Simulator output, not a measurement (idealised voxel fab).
Process module heading - voxel self aligned vias
Section shown: cut. Width: 210 nm. Cell size: 5 nm, square.
Cross-section, as written here: a square-cell grid given band by band from the top down, where a band holds one or more rows of cells.
Heads up on the band format: heights come first, top then bottom, in nm. After that it's the materials left to right, each with its width in nm. A single material flagged "everywhere" fills the whole band edge to edge, and "empty" means there's empty space there.
Height reference: 0 = level under which incoming wafer is all one material. Lowest band: no bottom, runs on downward, e.g. "0..down".
Width spec "30..40" -> top row of cells at first value, bottom row at second value, equal per-row change in between.
Any step labelled "all unchanged" changed none of the cells in the cross-section.
In "Cavities, closed" the enclosed voids are listed, meaning empty spaces of 8 cells or larger without any opening to the top. The form is width x height at distance, distance from the left edge, units nm.
after a step's settings: what the simulator itself notes on the step
"overlay nm", when on a step's line for a step with a mask, measures how far to the right of its planned place the mask lay; a negative measure means to the left.
# Steps in the process plan
| 1 | RECEIVE,material Si |
| 2 | CONFORMAL_DEP,material SiO2,thk nm 10 |
| 3 | CONFORMAL_DEP,material SiCN,thk nm 5 |
| 4 | DIRECTIONAL_DEP,material SiO2,thk nm 30 |
| 5 | DIRECTIONAL_DEP,material aC,thk nm 10 |
| 6 | PATTERN,tone open,mask id LINES,material resist,width nm 25,pitch nm 55,thk nm 25,overlay nm 0 |
| 7 | DIRECTIONAL_ETCH,etch materials aC,depth nm 10 |
| 8 | STRIP,etch materials resist |
| 9 | DIRECTIONAL_ETCH,etch materials SiO2,depth nm 30 |
| 10 | STRIP,etch materials aC |
| 11 | CONFORMAL_DEP,material TiN,thk nm 5 |
| 12 | FILL_DEP,material Ru,thk nm 5 |
| 13 | CMP,height nm 45 |
| 14 | SELECTIVE_ETCH,etch materials W Ru TiN,depth nm 10 |
| 15 | FILL_DEP,material SiN,thk nm 5 |
| 16 | CMP,height nm 45 |
| 17 | DIRECTIONAL_DEP,material SiO2,thk nm 15 |
| 18 | PATTERN,tone open,mask id VIAS,material resist,width nm 35,thk nm 15,overlay nm 0 |
| 19 | DIRECTIONAL_ETCH,etch materials SiO2,depth nm 15 |
| 20 | DIRECTIONAL_ETCH,etch materials SiN,depth nm 10 |
| 21 | STRIP,etch materials resist |
| 22 | CONFORMAL_DEP,material TiN,thk nm 5 |
| 23 | FILL_DEP,material W,thk nm 10 |
| 24 | CMP,height nm 60 |
| 25 | CONFORMAL_DEP,material SiN,thk nm 5 |
# First of two wafers, processed according to plan
# Wafer as received: cross-section following step 1
  0..down = Si everywhere
  Cavities, closed: none
# State of the wafer after step 2, shown in cross-section
  10..0 = SiO2 everywhere
  At heights below 0, the structure remains unaltered.
# State of the wafer after step 3, shown in cross-section
  15..10 = SiCN everywhere
  At heights below 10, the structure remains unaltered.
# State of the wafer after step 4, shown in cross-section
  45..15 = SiO2 everywhere
  At heights below 15, the structure remains unaltered.
# State of the wafer after step 5, shown in cross-section
  55..45 = aC everywhere
  At heights below 45, the structure remains unaltered.
# State of the wafer after step 6, shown in cross-section
  80..55 = resist: 65, then empty: 25, then resist: 30, then empty: 25, then resist: 65
  At heights below 55, the structure remains unaltered.
# State of the wafer after step 7, shown in cross-section
  70..55 = resist: 65, then empty: 25, then resist: 30, then empty: 25, then resist: 65
  55..45 = aC: 65, then empty: 25, then aC: 30, then empty: 25, then aC: 65
  At heights below 45, the structure remains unaltered.
# State of the wafer after step 8, shown in cross-section
  55..45 = aC: 65, then empty: 25, then aC: 30, then empty: 25, then aC: 65
  At heights below 45, the structure remains unaltered.
# State of the wafer after step 9, shown in cross-section
  55..45 = aC: 65, then empty: 25, then aC: 30, then empty: 25, then aC: 65
  45..15 = SiO2: 65, then empty: 25, then SiO2: 30, then empty: 25, then SiO2: 65
  At heights below 15, the structure remains unaltered.
# State of the wafer after step 10, shown in cross-section
  45..15 = SiO2: 65, then empty: 25, then SiO2: 30, then empty: 25, then SiO2: 65
  At heights below 15, the structure remains unaltered.
# State of the wafer after step 11, shown in cross-section
  50..45 = TiN: 70, then empty: 15, then TiN: 40, then empty: 15, then TiN: 70
  45..20 = SiO2: 65, then TiN: 5, then empty: 15, then TiN: 5, then SiO2: 30, then TiN: 5, then empty: 15, then TiN: 5, then SiO2: 65
  20..15 = SiO2: 65, then TiN: 25, then SiO2: 30, then TiN: 25, then SiO2: 65
  At heights below 15, the structure remains unaltered.
# State of the wafer after step 12, shown in cross-section
  55..50 = Ru everywhere
  50..45 = TiN: 70, then Ru: 15, then TiN: 40, then Ru: 15, then TiN: 70
  45..20 = SiO2: 65, then TiN: 5, then Ru: 15, then TiN: 5, then SiO2: 30, then TiN: 5, then Ru: 15, then TiN: 5, then SiO2: 65
  At heights below 20, the structure remains unaltered.
# State of the wafer after step 13, shown in cross-section
  45..20 = SiO2: 65, then TiN: 5, then Ru: 15, then TiN: 5, then SiO2: 30, then TiN: 5, then Ru: 15, then TiN: 5, then SiO2: 65
  At heights below 20, the structure remains unaltered.
# State of the wafer after step 14, shown in cross-section
  45..35 = SiO2: 65, then empty: 25, then SiO2: 30, then empty: 25, then SiO2: 65
  At heights below 35, the structure remains unaltered.
# State of the wafer after step 15, shown in cross-section
  50..45 = SiN everywhere
  45..35 = SiO2: 65, then SiN: 25, then SiO2: 30, then SiN: 25, then SiO2: 65
  At heights below 35, the structure remains unaltered.
# State of the wafer after step 16, shown in cross-section
  45..35 = SiO2: 65, then SiN: 25, then SiO2: 30, then SiN: 25, then SiO2: 65
  At heights below 35, the structure remains unaltered.
# State of the wafer after step 17, shown in cross-section
  60..45 = SiO2 everywhere
  At heights below 45, the structure remains unaltered.
# State of the wafer after step 18, shown in cross-section
  75..60 = resist: 60, then empty: 35, then resist: 115
  At heights below 60, the structure remains unaltered.
# State of the wafer after step 19, shown in cross-section
  75..60 = resist: 60, then empty: 35, then resist: 115
  60..45 = SiO2: 60, then empty: 35, then SiO2: 115
  At heights below 45, the structure remains unaltered.
# State of the wafer after step 20, shown in cross-section
  75..60 = resist: 60, then empty: 35, then resist: 115
  60..45 = SiO2: 60, then empty: 35, then SiO2: 115
  45..35 = SiO2: 65, then empty: 25, then SiO2: 30, then SiN: 25, then SiO2: 65
  At heights below 35, the structure remains unaltered.
# State of the wafer after step 21, shown in cross-section
  60..45 = SiO2: 60, then empty: 35, then SiO2: 115
  At heights below 45, the structure remains unaltered.
# State of the wafer after step 22, shown in cross-section
  65..60 = TiN: 65, then empty: 25, then TiN: 120
  60..50 = SiO2: 60, then TiN: 5, then empty: 25, then TiN: 5, then SiO2: 115
  50..45 = SiO2: 60, then TiN: 10, then empty: 15, then TiN: 10, then SiO2: 115
  45..40 = SiO2: 65, then TiN: 5, then empty: 15, then TiN: 5, then SiO2: 30, then SiN: 25, then SiO2: 65
  40..35 = SiO2: 65, then TiN: 25, then SiO2: 30, then SiN: 25, then SiO2: 65
  At heights below 35, the structure remains unaltered.
# State of the wafer after step 23, shown in cross-section
  75..65 = W everywhere
  65..60 = TiN: 65, then W: 25, then TiN: 120
  60..50 = SiO2: 60, then TiN: 5, then W: 25, then TiN: 5, then SiO2: 115
  50..45 = SiO2: 60, then TiN: 10, then W: 15, then TiN: 10, then SiO2: 115
  45..40 = SiO2: 65, then TiN: 5, then W: 15, then TiN: 5, then SiO2: 30, then SiN: 25, then SiO2: 65
  At heights below 40, the structure remains unaltered.
# State of the wafer after step 24, shown in cross-section
  60..50 = SiO2: 60, then TiN: 5, then W: 25, then TiN: 5, then SiO2: 115
  At heights below 50, the structure remains unaltered.
# State of the wafer after step 25, shown in cross-section
  65..60 = SiN everywhere
  At heights below 60, the structure remains unaltered.
# Notes, second wafer: start = first wafer's, plan = first wafer's, execution had one mistake; history identical to first through step 23
# Cross-section, second wafer, at the end time the plan gives for step 24
  50..45 = SiO2: 60, then TiN: 10, then W: 15, then TiN: 10, then SiO2: 115
  At heights below 45, the structure remains unaltered.
# Cross-section, second wafer, at the end time the plan gives for step 25
  55..50 = SiN everywhere
  At heights below 50, the structure remains unaltered.
Run error: it should be noted that step 24 was executed with settings other than those planned, the operation and settings actually applied being CMP,height nm 50
End of process, cell counts, second wafer against first, materials with more or fewer: SiO2 -70; TiN -4; W -10
